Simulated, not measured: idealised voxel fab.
The document below concerns the process module designated voxel capacitor over wiring.
This is section cut - it's 285 nm across, gridded in 5 nm square cells.
A cross-section is a grid of square cells, given in bands from the top down. A band is one or more rows of cells.
This entry defines a band. It first specifies the height of the band's top and the height of its bottom in nm, and then specifies the band's materials from left to right, stating each material with its width in nm. The word "edge to edge" identifies a single material that fills the band from edge to edge, while the word "air" identifies empty space.
Heights from 0 (as-received wafer is one material below). Bottom band endless downward, as "0..down".
Quick explanation for "30..40": the width changes in equal steps down the rows of cells, from the first number in the band's top row to the second number in its bottom row.
"remains unaltered" (step): cross-section cells unchanged, all of them.
The entry titled "Completely sealed voids" provides the empty spaces that have no open way to the top, restricted to those of 8 cells or more. Each is presented as width x height at distance, the distance being measured from the left edge, with all three in nm.
Post-settings text on a step line: simulator's own remark regarding the step.
"overlay nm" answers the question of how far to the right of plan the mask lay on a step that has a mask, and when it is negative the answer is to the left.
**Planned step list for the process**
1) RECEIVE [material Si]
2) CONFORMAL_DEP [material SiO2] [thk nm 10]
3) DIRECTIONAL_DEP [material TiN] [thk nm 5]
4) DIRECTIONAL_DEP [material Ru] [thk nm 15]
5) PATTERN [tone cover] [mask id METAL_1] [material resist] [width nm 30] [pitch nm 80] [thk nm 20] [overlay nm 0]
6) DIRECTIONAL_ETCH [etch materials Ru] [depth nm 15]
7) DIRECTIONAL_ETCH [etch materials TiN] [depth nm 5]
8) STRIP [etch materials resist]
9) CONFORMAL_DEP [material SiN] [thk nm 5]
10) FILL_DEP [material lowk] [thk nm 5]
11) CMP [height nm 30]
12) CONFORMAL_DEP [material SiCN] [thk nm 5]
13) DIRECTIONAL_DEP [material SiO2] [thk nm 10]
14) MASKED_ETCH [tone open] [mask id PLUG_1] [width nm 15] [etch materials SiO2] [depth nm 10] [overlay nm 0]
15) MASKED_ETCH [tone open] [mask id PLUG_1] [width nm 15] [etch materials SiCN] [depth nm 5] [overlay nm 0]
16) EPI [material Ru] [thk nm 10]
17) EPI [material Ru] [thk nm 5]
18) DIRECTIONAL_DEP [material TiN] [thk nm 10]
19) DIRECTIONAL_DEP [material Al2O3] [thk nm 5]
20) DIRECTIONAL_DEP [material TiN] [thk nm 10]
21) PATTERN [tone cover] [mask id UPPER_PLATE] [material resist] [width nm 55] [thk nm 20] [overlay nm 0]
22) DIRECTIONAL_ETCH [etch materials TiN] [depth nm 10]
23) DIRECTIONAL_ETCH [etch materials Al2O3] [depth nm 5]
24) STRIP [etch materials resist]
25) MASKED_ETCH [tone cover] [mask id LOWER_PLATE] [width nm 65] [etch materials TiN] [depth nm 10] [overlay nm 0]
26) FILL_DEP [material SiO2] [thk nm 15]
27) CMP [height nm 80]
28) DIRECTIONAL_DEP [material aC] [thk nm 10]
29) PATTERN [tone open] [mask id PLUG_2] [material resist] [width nm 15] [thk nm 30] [overlay nm 0]
30) DIRECTIONAL_ETCH [etch materials aC] [depth nm 10]
31) STRIP [etch materials resist]
32) DIRECTIONAL_ETCH [etch materials SiO2] [depth nm 10]
33) STRIP [etch materials aC]
34) CONFORMAL_DEP [material TiN] [thk nm 5]
35) FILL_DEP [material Ru] [thk nm 5]
36) CMP [height nm 80]
37) CONFORMAL_DEP [material SiCN] [thk nm 5]
**So, the first of our two wafers, run just as we planned it**
**So this is the incoming wafer in cross-section - it's already been through step 1**
    0..down | Si edge to edge
    Completely sealed voids: none
**Cross-section: wafer state after step 2**
    10..0 | SiO2 edge to edge
    Rest of section, below 0: as before.
**Cross-section: wafer state after step 3**
    15..10 | TiN edge to edge
    Rest of section, below 10: as before.
**Cross-section: wafer state after step 4**
    30..15 | Ru edge to edge
    Rest of section, below 15: as before.
**Cross-section: wafer state after step 5**
    50..30 | air 85 / resist 30 / air 50 / resist 30 / air 90
    Rest of section, below 30: as before.
**Cross-section: wafer state after step 6**
    50..30 | air 85 / resist 30 / air 50 / resist 30 / air 90
    30..15 | air 85 / Ru 30 / air 50 / Ru 30 / air 90
    Rest of section, below 15: as before.
**Cross-section: wafer state after step 7**
    50..30 | air 85 / resist 30 / air 50 / resist 30 / air 90
    30..15 | air 85 / Ru 30 / air 50 / Ru 30 / air 90
    15..10 | air 85 / TiN 30 / air 50 / TiN 30 / air 90
    Rest of section, below 10: as before.
**Cross-section: wafer state after step 8**
    30..15 | air 85 / Ru 30 / air 50 / Ru 30 / air 90
    Rest of section, below 15: as before.
**Cross-section: wafer state after step 9**
    35..30 | air 80 / SiN 40 / air 40 / SiN 40 / air 85
    30..15 | air 80 / SiN 5 / Ru 30 / SiN 5 / air 40 / SiN 5 / Ru 30 / SiN 5 / air 85
    15..10 | SiN 85 / TiN 30 / SiN 50 / TiN 30 / SiN 90
    Rest of section, below 10: as before.
**Cross-section: wafer state after step 10**
    40..35 | lowk edge to edge
    35..30 | lowk 80 / SiN 40 / lowk 40 / SiN 40 / lowk 85
    30..15 | lowk 80 / SiN 5 / Ru 30 / SiN 5 / lowk 40 / SiN 5 / Ru 30 / SiN 5 / lowk 85
    Rest of section, below 15: as before.
**Cross-section: wafer state after step 11**
    30..15 | lowk 80 / SiN 5 / Ru 30 / SiN 5 / lowk 40 / SiN 5 / Ru 30 / SiN 5 / lowk 85
    Rest of section, below 15: as before.
**Cross-section: wafer state after step 12**
    35..30 | SiCN edge to edge
    Rest of section, below 30: as before.
**Cross-section: wafer state after step 13**
    45..35 | SiO2 edge to edge
    Rest of section, below 35: as before.
**Cross-section: wafer state after step 14**
    45..35 | SiO2 100 / air 15 / SiO2 170
    Rest of section, below 35: as before.
**Cross-section: wafer state after step 15**
    45..35 | SiO2 100 / air 15 / SiO2 170
    35..30 | SiCN 100 / air 15 / SiCN 170
    Rest of section, below 30: as before.
**Cross-section: wafer state after step 16**
    45..40 | SiO2 100 / air 15 / SiO2 170
    40..35 | SiO2 100 / Ru 15 / SiO2 170
    35..30 | SiCN 100 / Ru 15 / SiCN 170
    Rest of section, below 30: as before.
**Cross-section: wafer state after step 17**
    45..35 | SiO2 100 / Ru 15 / SiO2 170
    Rest of section, below 35: as before.
**Cross-section: wafer state after step 18**
    55..45 | TiN edge to edge
    Rest of section, below 45: as before.
**Cross-section: wafer state after step 19**
    60..55 | Al2O3 edge to edge
    Rest of section, below 55: as before.
**Cross-section: wafer state after step 20**
    70..60 | TiN edge to edge
    Rest of section, below 60: as before.
**Cross-section: wafer state after step 21**
    90..70 | air 100 / resist 55 / air 130
    Rest of section, below 70: as before.
**Cross-section: wafer state after step 22**
    90..70 | air 100 / resist 55 / air 130
    70..60 | air 100 / TiN 55 / air 130
    Rest of section, below 60: as before.
**Cross-section: wafer state after step 23**
    90..70 | air 100 / resist 55 / air 130
    70..60 | air 100 / TiN 55 / air 130
    60..55 | air 100 / Al2O3 55 / air 130
    Rest of section, below 55: as before.
**Cross-section: wafer state after step 24**
    70..60 | air 100 / TiN 55 / air 130
    Rest of section, below 60: as before.
**Cross-section: wafer state after step 25**
    70..60 | air 100 / TiN 55 / air 130
    60..55 | air 100 / Al2O3 55 / air 130
    55..45 | air 95 / TiN 65 / air 125
    Rest of section, below 45: as before.
**Cross-section: wafer state after step 26**
    85..70 | SiO2 edge to edge
    70..60 | SiO2 100 / TiN 55 / SiO2 130
    60..55 | SiO2 100 / Al2O3 55 / SiO2 130
    55..45 | SiO2 95 / TiN 65 / SiO2 125
    Rest of section, below 45: as before.
**Cross-section: wafer state after step 27**
    80..70 | SiO2 edge to edge
    Rest of section, below 70: as before.
**Cross-section: wafer state after step 28**
    90..80 | aC edge to edge
    Rest of section, below 80: as before.
**Cross-section: wafer state after step 29**
    120..90 | resist 110 / air 15 / resist 160
    Rest of section, below 90: as before.
**Cross-section: wafer state after step 30**
    110..90 | resist 110 / air 15 / resist 160
    90..80 | aC 110 / air 15 / aC 160
    Rest of section, below 80: as before.
**Cross-section: wafer state after step 31**
    90..80 | aC 110 / air 15 / aC 160
    Rest of section, below 80: as before.
**Cross-section: wafer state after step 32**
    90..80 | aC 110 / air 15 / aC 160
    80..70 | SiO2 110 / air 15 / SiO2 160
    Rest of section, below 70: as before.
**Cross-section: wafer state after step 33**
    80..70 | SiO2 110 / air 15 / SiO2 160
    Rest of section, below 70: as before.
**Cross-section: wafer state after step 34**
    85..80 | TiN 115 / air 5 / TiN 165
    80..75 | SiO2 110 / TiN 5 / air 5 / TiN 5 / SiO2 160
    75..70 | SiO2 110 / TiN 15 / SiO2 160
    Rest of section, below 70: as before.
**Cross-section: wafer state after step 35**
    90..85 | Ru edge to edge
    85..80 | TiN 115 / Ru 5 / TiN 165
    80..75 | SiO2 110 / TiN 5 / Ru 5 / TiN 5 / SiO2 160
    Rest of section, below 75: as before.
**Cross-section: wafer state after step 36**
    80..75 | SiO2 110 / TiN 5 / Ru 5 / TiN 5 / SiO2 160
    Rest of section, below 75: as before.
**Cross-section: wafer state after step 37**
    85..80 | SiCN edge to edge
    Rest of section, below 80: as before.
**Second wafer. Start and plan as for the first. One mistake made in running. Agrees with the first up to and including step 18**
Second wafer, cut view, end of step 19 per plan: remains unaltered
**Second wafer, cut view, end of step 20 per plan**
    65..45 | TiN edge to edge
    Rest of section, below 45: as before.
**Second wafer, cut view, end of step 21 per plan**
    85..65 | air 100 / resist 55 / air 130
    Rest of section, below 65: as before.
**Second wafer, cut view, end of step 22 per plan**
    85..65 | air 100 / resist 55 / air 130
    65..55 | air 100 / TiN 55 / air 130
    Rest of section, below 55: as before.
Second wafer, cut view, end of step 23 per plan: remains unaltered
**Second wafer, cut view, end of step 24 per plan**
    65..55 | air 100 / TiN 55 / air 130
    Rest of section, below 55: as before.
**Second wafer, cut view, end of step 25 per plan**
    65..55 | air 100 / TiN 55 / air 130
    55..45 | air 95 / TiN 65 / air 125
    Rest of section, below 45: as before.
**Second wafer, cut view, end of step 26 per plan**
    80..65 | SiO2 edge to edge
    65..55 | SiO2 100 / TiN 55 / SiO2 130
    55..45 | SiO2 95 / TiN 65 / SiO2 125
    Rest of section, below 45: as before.
Second wafer, cut view, end of step 27 per plan: remains unaltered
**Second wafer, cut view, end of step 28 per plan**
    90..80 | aC edge to edge
    Rest of section, below 80: as before.
**Second wafer, cut view, end of step 29 per plan**
    120..90 | resist 110 / air 15 / resist 160
    Rest of section, below 90: as before.
**Second wafer, cut view, end of step 30 per plan**
    110..90 | resist 110 / air 15 / resist 160
    90..80 | aC 110 / air 15 / aC 160
    Rest of section, below 80: as before.
**Second wafer, cut view, end of step 31 per plan**
    90..80 | aC 110 / air 15 / aC 160
    Rest of section, below 80: as before.
**Second wafer, cut view, end of step 32 per plan**
    90..80 | aC 110 / air 15 / aC 160
    80..70 | SiO2 110 / air 15 / SiO2 160
    Rest of section, below 70: as before.
**Second wafer, cut view, end of step 33 per plan**
    80..70 | SiO2 110 / air 15 / SiO2 160
    Rest of section, below 70: as before.
**Second wafer, cut view, end of step 34 per plan**
    85..80 | TiN 115 / air 5 / TiN 165
    80..75 | SiO2 110 / TiN 5 / air 5 / TiN 5 / SiO2 160
    75..70 | SiO2 110 / TiN 15 / SiO2 160
    Rest of section, below 70: as before.
**Second wafer, cut view, end of step 35 per plan**
    90..85 | Ru edge to edge
    85..80 | TiN 115 / Ru 5 / TiN 165
    80..75 | SiO2 110 / TiN 5 / Ru 5 / TiN 5 / SiO2 160
    Rest of section, below 75: as before.
**Second wafer, cut view, end of step 36 per plan**
    80..75 | SiO2 110 / TiN 5 / Ru 5 / TiN 5 / SiO2 160
    Rest of section, below 75: as before.
**Second wafer, cut view, end of step 37 per plan**
    85..80 | SiCN edge to edge
    Rest of section, below 80: as before.
Deviation noted in wafer processing: step 19 in the plan did not get run; it was skipped
Final difference in cells, second wafer against first, listed per material as more or fewer: Al2O3: 11 fewer; SiO2: 11 more
